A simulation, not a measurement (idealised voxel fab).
process module | voxel trench capacitor
cross-section cut | 185 nm wide | cells 5 nm
A cross-section is a grid of square cells, given in bands from the top down. A band is one or more rows of cells.
Each band's line starts with the height of the band's top and of its bottom, in nm. Then come its materials from left to right, each with its width in nm. One material with "throughout" fills the band from edge to edge. "air" is empty space.
Height 0 is the level under which the wafer as received is all one material. The lowest band goes on downwards, as in "0 down".
A width such as "30 to 40" changes by the same amount from each row of cells to the next, from the band's top row to its bottom row.
"no change" after a step means that no cell of the cross-section changed.
closed voids: empty space of 8 cells or more with no open way to the top, each as width x height at its distance from the left edge, in nm
after a step's settings: what the simulator itself notes on the step
overlay nm, on a step with a mask: how far to the right of its planned place the mask lay; to the left if negative
plan
1 op RECEIVE | material Si
2 op CONFORMAL_DEP | material SiN | thk nm 5
3 op PATTERN | tone open | mask id TRENCH | material resist | width nm 30 | pitch nm 50 | thk nm 20 | overlay nm 0
4 op DIRECTIONAL_ETCH | etch materials SiN | depth nm 5
5 op DIRECTIONAL_ETCH | etch materials Si | depth nm 25
6 op STRIP | etch materials resist
7 op CONFORMAL_DEP | material Al2O3 | thk nm 5
8 op CONFORMAL_DEP | material TiN | thk nm 5
9 op FILL_DEP | material W | thk nm 10
10 op CMP | height nm 5
as received, after step 1
  0 down: Si throughout
  closed voids: none
a wafer at the end: this start, this plan, one mistake
  25 to 15: W throughout
  15 to 10: TiN 35 | W 10 | TiN 40 | W 10 | TiN 40 | W 10 | TiN 40
  10 to 5: Al2O3 30 | TiN 5 | W 10 | TiN 5 | Al2O3 30 | TiN 5 | W 10 | TiN 5 | Al2O3 30 | TiN 5 | W 10 | TiN 5 | Al2O3 35
  5 to 0: SiN 25 | Al2O3 5 | TiN 5 | W 10 | TiN 5 | Al2O3 5 | SiN 20 | Al2O3 5 | TiN 5 | W 10 | TiN 5 | Al2O3 5 | SiN 20 | Al2O3 5 | TiN 5 | W 10 | TiN 5 | Al2O3 5 | SiN 30
  0 to -15: Si 25 | Al2O3 5 | TiN 5 | W 10 | TiN 5 | Al2O3 5 | Si 20 | Al2O3 5 | TiN 5 | W 10 | TiN 5 | Al2O3 5 | Si 20 | Al2O3 5 | TiN 5 | W 10 | TiN 5 | Al2O3 5 | Si 30
  -15 to -20: Si 25 | Al2O3 5 | TiN 20 | Al2O3 5 | Si 20 | Al2O3 5 | TiN 20 | Al2O3 5 | Si 20 | Al2O3 5 | TiN 20 | Al2O3 5 | Si 30
  -20 to -25: Si 25 | Al2O3 30 | Si 20 | Al2O3 30 | Si 20 | Al2O3 30 | Si 30
  -25 down: Si throughout
  closed voids: none
what went wrong: step 10 was left out
